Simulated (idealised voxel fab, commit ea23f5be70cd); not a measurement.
You're looking at the process module voxel self aligned contacts.
210 nm wide, 5 nm square cells: that's cross-section cut.
For the purposes of this document, a cross-section shall be understood as a grid of square cells, specified as bands listed in top-to-bottom order, each band consisting of one or more rows of cells.
What a band's entry tells you: where the top is and where the bottom is, as heights in nm, and after that what lies inside, material by material from left to right, each with its width in nm. Empty space is written as the word "air", and a single material marked with the word "edge to edge" occupies the band from edge to edge.
Where do heights start? At 0: under that level the wafer as delivered is made of one material only. And the lowest band has no floor; it just carries on downward, as in "top 0, no bottom".
You'd read "30 to 40" like this: the band's top row of cells is as wide as the first number, its bottom row is as wide as the second, and going down, every row changes width by the same amount as the row before did.
Key: "identical to before" - step with no changed cell in the cross-section.
Entry "Sealed internal voids". Content: empty spaces with no open connection to the top, size 8 cells or greater. Each: width x height at distance. Distance: from left edge. Unit: nm.
What comes after the settings on a step's line is commentary from the simulator itself on that step.
When a step includes a mask, the "overlay nm" setting on its line states how far to the right of its planned place that mask lay, and negative values state how far to the left.
Each of the pairs that make up the rest of this document says: here is the cross-section before one process step, here is the cross-section after it, drawn only down to the lowest band that changed, and here, under the pair, is the step lying between them with its settings. Different pairs may come from different runs of this module on the same starting wafer, so a pair continues from the pair above it only where its entry headed "Snapshot before" says so.

-- Snapshot before
	top 35, bottom 20 = air (55), SiN (35), air (30), SiN (35), air (55)
	top 20, bottom 0 = air (55), polySi (35), air (30), polySi (35), air (55)
	top 0, bottom -5 = SiO2 edge to edge
	top -5, no bottom = Si edge to edge
	Sealed internal voids: none

-- Section After Processing
	top 40, bottom 35 = air (50), W (45), air (20), W (45), air (50)
	top 35, bottom 20 = air (50), W (5), SiN (35), W (5), air (20), W (5), SiN (35), W (5), air (50)
	top 20, bottom 5 = air (50), W (5), polySi (35), W (5), air (20), W (5), polySi (35), W (5), air (50)
	top 5, bottom 0 = W (55), polySi (35), W (30), polySi (35), W (55)
	Everything below 0 is unchanged.
	Sealed internal voids: none
Q: step between the cross-sections above? A: CONFORMAL_DEP (material W; thk nm 5)

Snapshot before: as in the pair right above, post-step view.

-- Section After Processing
	top 50, bottom 40 = SiO2 edge to edge
	top 40, bottom 35 = SiO2 (50), W (45), SiO2 (20), W (45), SiO2 (50)
	top 35, bottom 20 = SiO2 (50), W (5), SiN (35), W (5), SiO2 (20), W (5), SiN (35), W (5), SiO2 (50)
	top 20, bottom 5 = SiO2 (50), W (5), polySi (35), W (5), SiO2 (20), W (5), polySi (35), W (5), SiO2 (50)
	Everything below 5 is unchanged.
	Sealed internal voids: none
Q: step between the cross-sections above? A: FILL_DEP (material SiO2; thk nm 10)

Snapshot before: as in the pair right above, post-step view.

-- Section After Processing
	top 40, bottom 35 = SiO2 (50), W (45), SiO2 (20), W (45), SiO2 (50)
	Everything below 35 is unchanged.
	Sealed internal voids: none
Q: step between the cross-sections above? A: CMP (height nm 40)

Snapshot before: as in the pair right above, post-step view.

-- Section After Processing
	top 40, bottom 35 = SiO2 (50), W (45), air (20), W (45), SiO2 (50)
	top 35, bottom 20 = SiO2 (50), W (5), SiN (35), W (5), air (20), W (5), SiN (35), W (5), SiO2 (50)
	top 20, bottom 5 = SiO2 (50), W (5), polySi (35), W (5), air (20), W (5), polySi (35), W (5), SiO2 (50)
	Everything below 5 is unchanged.
	Sealed internal voids: none
Q: step between the cross-sections above? A: MASKED_ETCH (tone open; mask id CONTACT; width nm 50; etch materials SiO2; depth nm 45; overlay nm 0)

Snapshot before: as in the pair right above, post-step view.

-- Section After Processing
	top 45, bottom 40 = TiN (100), air (10), TiN (100)
	top 40, bottom 35 = SiO2 (50), W (45), TiN (5), air (10), TiN (5), W (45), SiO2 (50)
	top 35, bottom 20 = SiO2 (50), W (5), SiN (35), W (5), TiN (5), air (10), TiN (5), W (5), SiN (35), W (5), SiO2 (50)
	top 20, bottom 10 = SiO2 (50), W (5), polySi (35), W (5), TiN (5), air (10), TiN (5), W (5), polySi (35), W (5), SiO2 (50)
	top 10, bottom 5 = SiO2 (50), W (5), polySi (35), W (5), TiN (20), W (5), polySi (35), W (5), SiO2 (50)
	Everything below 5 is unchanged.
	Sealed internal voids: none
Q: step between the cross-sections above? A: CONFORMAL_DEP (material TiN; thk nm 5)

Snapshot before: as in the pair right above, post-step view.

-- Section After Processing
	top 55, bottom 45 = W edge to edge
	top 45, bottom 40 = TiN (100), W (10), TiN (100)
	top 40, bottom 35 = SiO2 (50), W (45), TiN (5), W (10), TiN (5), W (45), SiO2 (50)
	top 35, bottom 20 = SiO2 (50), W (5), SiN (35), W (5), TiN (5), W (10), TiN (5), W (5), SiN (35), W (5), SiO2 (50)
	top 20, bottom 10 = SiO2 (50), W (5), polySi (35), W (5), TiN (5), W (10), TiN (5), W (5), polySi (35), W (5), SiO2 (50)
	Everything below 10 is unchanged.
	Sealed internal voids: none
Q: step between the cross-sections above? A: FILL_DEP (material W; thk nm 10)

Snapshot before: as in the pair right above, post-step view.

-- Section After Processing
	top 40, bottom 35 = SiO2 (50), W (45), TiN (5), W (10), TiN (5), W (45), SiO2 (50)
	Everything below 35 is unchanged.
	Sealed internal voids: none
Q: step between the cross-sections above? A: CMP (height nm 40)

Snapshot before: as in the pair right above, post-step view.

-- Section After Processing
	top 45, bottom 40 = SiN edge to edge
	Everything below 40 is unchanged.
	Sealed internal voids: none
Q: step between the cross-sections above? A: CONFORMAL_DEP (material SiN; thk nm 5)

-- Snapshot before
	top 40, bottom 35 = SiO2 edge to edge
	top 35, bottom 20 = SiO2 (50), SiN (45), SiO2 (20), SiN (45), SiO2 (50)
	top 20, bottom 0 = SiO2 (50), SiN (5), polySi (35), SiN (5), SiO2 (20), SiN (5), polySi (35), SiN (5), SiO2 (50)
	top 0, bottom -5 = SiO2 edge to edge
	top -5, no bottom = Si edge to edge
	Sealed internal voids: none

-- Section After Processing
	top 40, bottom 35 = air (80), SiO2 (50), air (80)
	top 35, bottom 20 = air (50), SiN (45), SiO2 (20), SiN (45), air (50)
	top 20, bottom 0 = air (50), SiN (5), polySi (35), SiN (5), SiO2 (20), SiN (5), polySi (35), SiN (5), air (50)
	top 0, bottom -5 = air (50), SiO2 (110), air (50)
	Everything below -5 is unchanged.
	Sealed internal voids: none
Q: step between the cross-sections above? A: MASKED_ETCH (tone cover; mask id CONTACT; width nm 50; etch materials SiO2; depth nm 45; overlay nm 0)

Snapshot before: as in the pair right above, post-step view.

-- Section After Processing
	top 45, bottom 40 = air (75), TiN (60), air (75)
	top 40, bottom 35 = air (45), TiN (35), SiO2 (50), TiN (35), air (45)
	top 35, bottom 20 = air (45), TiN (5), SiN (45), SiO2 (20), SiN (45), TiN (5), air (45)
	top 20, bottom 0 = air (45), TiN (5), SiN (5), polySi (35), SiN (5), SiO2 (20), SiN (5), polySi (35), SiN (5), TiN (5), air (45)
	top 0, bottom -5 = TiN (50), SiO2 (110), TiN (50)
	Everything below -5 is unchanged.
	Sealed internal voids: none
Q: step between the cross-sections above? A: CONFORMAL_DEP (material TiN; thk nm 5)

Snapshot before: as in the pair right above, post-step view.

-- Section After Processing
	top 55, bottom 45 = W edge to edge
	top 45, bottom 40 = W (75), TiN (60), W (75)
	top 40, bottom 35 = W (45), TiN (35), SiO2 (50), TiN (35), W (45)
	top 35, bottom 20 = W (45), TiN (5), SiN (45), SiO2 (20), SiN (45), TiN (5), W (45)
	top 20, bottom 0 = W (45), TiN (5), SiN (5), polySi (35), SiN (5), SiO2 (20), SiN (5), polySi (35), SiN (5), TiN (5), W (45)
	Everything below 0 is unchanged.
	Sealed internal voids: none
Q: step between the cross-sections above? A: FILL_DEP (material W; thk nm 10)

Snapshot before: as in the pair right above, post-step view.

-- Section After Processing
	top 40, bottom 35 = W (45), TiN (35), SiO2 (50), TiN (35), W (45)
	Everything below 35 is unchanged.
	Sealed internal voids: none
Q: step between the cross-sections above? A: CMP (height nm 40)

Snapshot before: as in the pair right above, post-step view.

-- Section After Processing
	top 45, bottom 40 = SiN edge to edge
	Everything below 40 is unchanged.
	Sealed internal voids: none
Q: step between the cross-sections above? A: CONFORMAL_DEP (material SiN; thk nm 5)
